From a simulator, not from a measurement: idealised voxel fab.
This section sets out a process module, namely voxel air gaps.
Cross-section cut spans 240 nm and uses square cells 5 nm in size.
This document writes a cross-section as a grid whose cells are square, and gives it as bands, listed from the top down; one or more rows of cells form a band. Look at the band entry: it leads with the top's height and the bottom's height in nm. Then it lists the materials left to right, with a width in nm for each. The word "all across" on a single material says that material fills the band edge to edge. The word "empty" is empty space. Beneath 0, the wafer as received is one material, and that level is where height counting begins. The lowest band goes on downward without a bottom; it is written like "0 down". The two numbers in a width such as "30..40" mark its ends across the band: the first belongs to the top row of cells, the second to the bottom row, and from each row to the next the width moves by the same amount. A step reported as "remained the same" is a step in which no cell of the cross-section changed. Any empty space of 8 cells or more lacking an open way to the top shows up in "Listed closed voids" as width x height at distance, distance from the left edge, in nm. Post-settings text on a step line: simulator's own remark regarding the step. overlay nm: mask right of planned place by this much (step with mask). Neg. = left.
# The process steps that were planned are listed below
1,RECEIVE (material Si)
2,CONFORMAL_DEP (material SiO2; thk nm 15)
3,CONFORMAL_DEP (material SiN; thk nm 5)
4,DIRECTIONAL_DEP (material SiO2; thk nm 35)
5,DIRECTIONAL_DEP (material aC; thk nm 15)
6,PATTERN (tone open; mask id LINES; material resist; width nm 20; pitch nm 45; thk nm 35; overlay nm 0)
7,DIRECTIONAL_ETCH (etch materials aC; depth nm 15)
8,STRIP (etch materials resist)
9,DIRECTIONAL_ETCH (etch materials SiO2; depth nm 35)
10,STRIP (etch materials aC)
11,CONFORMAL_DEP (material TiN; thk nm 5)
12,FILL_DEP (material Cu; thk nm 5)
13,CMP (height nm 55)
14,EPI (material Ru; thk nm 10)
15,SELECTIVE_ETCH (etch materials SiO2; depth nm 45)
16,CONFORMAL_DEP (material SiCN; thk nm 5)
# Concerning the first of two wafers, which was run in accordance with the plan
# Here's what the wafer looked like in cross-section when it arrived - that's after step 1
0 down | Si all across
Listed closed voids: none
# Wafer xsec, post step 2
15 to 0 | SiO2 all across
No changes below 0.
# Wafer xsec, post step 3
20 to 15 | SiN all across
No changes below 15.
# Wafer xsec, post step 4
55 to 20 | SiO2 all across
No changes below 20.
# Wafer xsec, post step 5
70 to 55 | aC all across
No changes below 55.
# Wafer xsec, post step 6
105 to 70 | 40 of resist  20 of empty  25 of resist  20 of empty  25 of resist  20 of empty  25 of resist  20 of empty  45 of resist
No changes below 70.
# Wafer xsec, post step 7
90 to 70 | 40 of resist  20 of empty  25 of resist  20 of empty  25 of resist  20 of empty  25 of resist  20 of empty  45 of resist
70 to 55 | 40 of aC  20 of empty  25 of aC  20 of empty  25 of aC  20 of empty  25 of aC  20 of empty  45 of aC
No changes below 55.
# Wafer xsec, post step 8
70 to 55 | 40 of aC  20 of empty  25 of aC  20 of empty  25 of aC  20 of empty  25 of aC  20 of empty  45 of aC
No changes below 55.
# Wafer xsec, post step 9
70 to 55 | 40 of aC  20 of empty  25 of aC  20 of empty  25 of aC  20 of empty  25 of aC  20 of empty  45 of aC
55 to 20 | 40 of SiO2  20 of empty  25 of SiO2  20 of empty  25 of SiO2  20 of empty  25 of SiO2  20 of empty  45 of SiO2
No changes below 20.
# Wafer xsec, post step 10
55 to 20 | 40 of SiO2  20 of empty  25 of SiO2  20 of empty  25 of SiO2  20 of empty  25 of SiO2  20 of empty  45 of SiO2
No changes below 20.
# Wafer xsec, post step 11
60 to 55 | 45 of TiN  10 of empty  35 of TiN  10 of empty  35 of TiN  10 of empty  35 of TiN  10 of empty  50 of TiN
55 to 25 | 40 of SiO2  5 of TiN  10 of empty  5 of TiN  25 of SiO2  5 of TiN  10 of empty  5 of TiN  25 of SiO2  5 of TiN  10 of empty  5 of TiN  25 of SiO2  5 of TiN  10 of empty  5 of TiN  45 of SiO2
25 to 20 | 40 of SiO2  20 of TiN  25 of SiO2  20 of TiN  25 of SiO2  20 of TiN  25 of SiO2  20 of TiN  45 of SiO2
No changes below 20.
# Wafer xsec, post step 12
65 to 60 | Cu all across
60 to 55 | 45 of TiN  10 of Cu  35 of TiN  10 of Cu  35 of TiN  10 of Cu  35 of TiN  10 of Cu  50 of TiN
55 to 25 | 40 of SiO2  5 of TiN  10 of Cu  5 of TiN  25 of SiO2  5 of TiN  10 of Cu  5 of TiN  25 of SiO2  5 of TiN  10 of Cu  5 of TiN  25 of SiO2  5 of TiN  10 of Cu  5 of TiN  45 of SiO2
No changes below 25.
# Wafer xsec, post step 13
55 to 25 | 40 of SiO2  5 of TiN  10 of Cu  5 of TiN  25 of SiO2  5 of TiN  10 of Cu  5 of TiN  25 of SiO2  5 of TiN  10 of Cu  5 of TiN  25 of SiO2  5 of TiN  10 of Cu  5 of TiN  45 of SiO2
No changes below 25.
# Wafer xsec, post step 14
65 to 55 | 30 of empty  40 of Ru  5 of empty  40 of Ru  5 of empty  40 of Ru  5 of empty  40 of Ru  35 of empty
No changes below 55.
# Wafer xsec, post step 15
65 to 55 | 30 of empty  40 of Ru  5 of empty  40 of Ru  5 of empty  40 of Ru  5 of empty  40 of Ru  35 of empty
55 to 25 | 40 of empty  5 of TiN  10 of Cu  5 of TiN  25 of empty  5 of TiN  10 of Cu  5 of TiN  25 of empty  5 of TiN  10 of Cu  5 of TiN  25 of empty  5 of TiN  10 of Cu  5 of TiN  45 of empty
25 to 20 | 40 of empty  20 of TiN  25 of empty  20 of TiN  25 of empty  20 of TiN  25 of empty  20 of TiN  45 of empty
No changes below 20.
# Wafer xsec, post step 16
70 to 65 | 25 of empty  185 of SiCN  30 of empty
65 to 55 | 25 of empty  5 of SiCN  40 of Ru  5 of SiCN  40 of Ru  5 of SiCN  40 of Ru  5 of SiCN  40 of Ru  5 of SiCN  30 of empty
55 to 50 | 25 of empty  15 of SiCN  5 of TiN  10 of Cu  5 of TiN  25 of SiCN  5 of TiN  10 of Cu  5 of TiN  25 of SiCN  5 of TiN  10 of Cu  5 of TiN  25 of SiCN  5 of TiN  10 of Cu  5 of TiN  15 of SiCN  30 of empty
50 to 25 | 35 of empty  5 of SiCN  5 of TiN  10 of Cu  5 of TiN  5 of SiCN  15 of empty  5 of SiCN  5 of TiN  10 of Cu  5 of TiN  5 of SiCN  15 of empty  5 of SiCN  5 of TiN  10 of Cu  5 of TiN  5 of SiCN  15 of empty  5 of SiCN  5 of TiN  10 of Cu  5 of TiN  5 of SiCN  40 of empty
25 to 20 | 40 of SiCN  20 of TiN  25 of SiCN  20 of TiN  25 of SiCN  20 of TiN  25 of SiCN  20 of TiN  45 of SiCN
No changes below 20.
Listed closed voids: 15 x 25 at 65; 15 x 25 at 110; 15 x 25 at 155
# It is to be noted that the second wafer proceeded from the same initial state and according to the same plan as the first, although one mistake was committed in its execution; through step 5, inclusive, the two wafers share an identical history
# Cross-section of the second wafer at the time by which step 6 should have been completed according to the plan
105 to 70 | 35 of resist  30 of empty  15 of resist  30 of empty  15 of resist  30 of empty  15 of resist  30 of empty  40 of resist
No changes below 70.
# Cross-section of the second wafer at the time by which step 7 should have been completed according to the plan
90 to 70 | 35 of resist  30 of empty  15 of resist  30 of empty  15 of resist  30 of empty  15 of resist  30 of empty  40 of resist
70 to 55 | 35 of aC  30 of empty  15 of aC  30 of empty  15 of aC  30 of empty  15 of aC  30 of empty  40 of aC
No changes below 55.
# Cross-section of the second wafer at the time by which step 8 should have been completed according to the plan
70 to 55 | 35 of aC  30 of empty  15 of aC  30 of empty  15 of aC  30 of empty  15 of aC  30 of empty  40 of aC
No changes below 55.
# Cross-section of the second wafer at the time by which step 9 should have been completed according to the plan
70 to 55 | 35 of aC  30 of empty  15 of aC  30 of empty  15 of aC  30 of empty  15 of aC  30 of empty  40 of aC
55 to 20 | 35 of SiO2  30 of empty  15 of SiO2  30 of empty  15 of SiO2  30 of empty  15 of SiO2  30 of empty  40 of SiO2
No changes below 20.
# Cross-section of the second wafer at the time by which step 10 should have been completed according to the plan
55 to 20 | 35 of SiO2  30 of empty  15 of SiO2  30 of empty  15 of SiO2  30 of empty  15 of SiO2  30 of empty  40 of SiO2
No changes below 20.
# Cross-section of the second wafer at the time by which step 11 should have been completed according to the plan
60 to 55 | 40 of TiN  20 of empty  25 of TiN  20 of empty  25 of TiN  20 of empty  25 of TiN  20 of empty  45 of TiN
55 to 25 | 35 of SiO2  5 of TiN  20 of empty  5 of TiN  15 of SiO2  5 of TiN  20 of empty  5 of TiN  15 of SiO2  5 of TiN  20 of empty  5 of TiN  15 of SiO2  5 of TiN  20 of empty  5 of TiN  40 of SiO2
25 to 20 | 35 of SiO2  30 of TiN  15 of SiO2  30 of TiN  15 of SiO2  30 of TiN  15 of SiO2  30 of TiN  40 of SiO2
No changes below 20.
# Cross-section of the second wafer at the time by which step 12 should have been completed according to the plan
65 to 60 | Cu all across
60 to 55 | 40 of TiN  20 of Cu  25 of TiN  20 of Cu  25 of TiN  20 of Cu  25 of TiN  20 of Cu  45 of TiN
55 to 25 | 35 of SiO2  5 of TiN  20 of Cu  5 of TiN  15 of SiO2  5 of TiN  20 of Cu  5 of TiN  15 of SiO2  5 of TiN  20 of Cu  5 of TiN  15 of SiO2  5 of TiN  20 of Cu  5 of TiN  40 of SiO2
No changes below 25.
# Cross-section of the second wafer at the time by which step 13 should have been completed according to the plan
55 to 25 | 35 of SiO2  5 of TiN  20 of Cu  5 of TiN  15 of SiO2  5 of TiN  20 of Cu  5 of TiN  15 of SiO2  5 of TiN  20 of Cu  5 of TiN  15 of SiO2  5 of TiN  20 of Cu  5 of TiN  40 of SiO2
No changes below 25.
# Cross-section of the second wafer at the time by which step 14 should have been completed according to the plan
65 to 55 | 25 of empty  185 of Ru  30 of empty
No changes below 55.
# Cross-section of the second wafer at the time by which step 15 should have been completed according to the plan
65 to 55 | 25 of empty  185 of Ru  30 of empty
55 to 25 | 35 of empty  5 of TiN  20 of Cu  5 of TiN  15 of SiO2  5 of TiN  20 of Cu  5 of TiN  15 of SiO2  5 of TiN  20 of Cu  5 of TiN  15 of SiO2  5 of TiN  20 of Cu  5 of TiN  40 of empty
25 to 20 | 35 of empty  30 of TiN  15 of SiO2  30 of TiN  15 of SiO2  30 of TiN  15 of SiO2  30 of TiN  40 of empty
No changes below 20.
# Cross-section of the second wafer at the time by which step 16 should have been completed according to the plan
70 to 65 | 20 of empty  195 of SiCN  25 of empty
65 to 55 | 20 of empty  5 of SiCN  185 of Ru  5 of SiCN  25 of empty
55 to 50 | 20 of empty  15 of SiCN  5 of TiN  20 of Cu  5 of TiN  15 of SiO2  5 of TiN  20 of Cu  5 of TiN  15 of SiO2  5 of TiN  20 of Cu  5 of TiN  15 of SiO2  5 of TiN  20 of Cu  5 of TiN  15 of SiCN  25 of empty
50 to 25 | 30 of empty  5 of SiCN  5 of TiN  20 of Cu  5 of TiN  15 of SiO2  5 of TiN  20 of Cu  5 of TiN  15 of SiO2  5 of TiN  20 of Cu  5 of TiN  15 of SiO2  5 of TiN  20 of Cu  5 of TiN  5 of SiCN  35 of empty
25 to 20 | 35 of SiCN  30 of TiN  15 of SiO2  30 of TiN  15 of SiO2  30 of TiN  15 of SiO2  30 of TiN  40 of SiCN
No changes below 20.
The plan and the run diverged here: so step 6 ended up running with a different setting than we planned, it ran as PATTERN (tone open; mask id LINES; material resist; width nm 30; pitch nm 45; thk nm 35; overlay nm 0)
at the end the second wafer has, in cells: +48 Cu; +10 Ru; -66 SiCN; +63 SiO2; +8 TiN
In the final state there are 3 closed voids in the first wafer, compared with 0 in the second wafer.
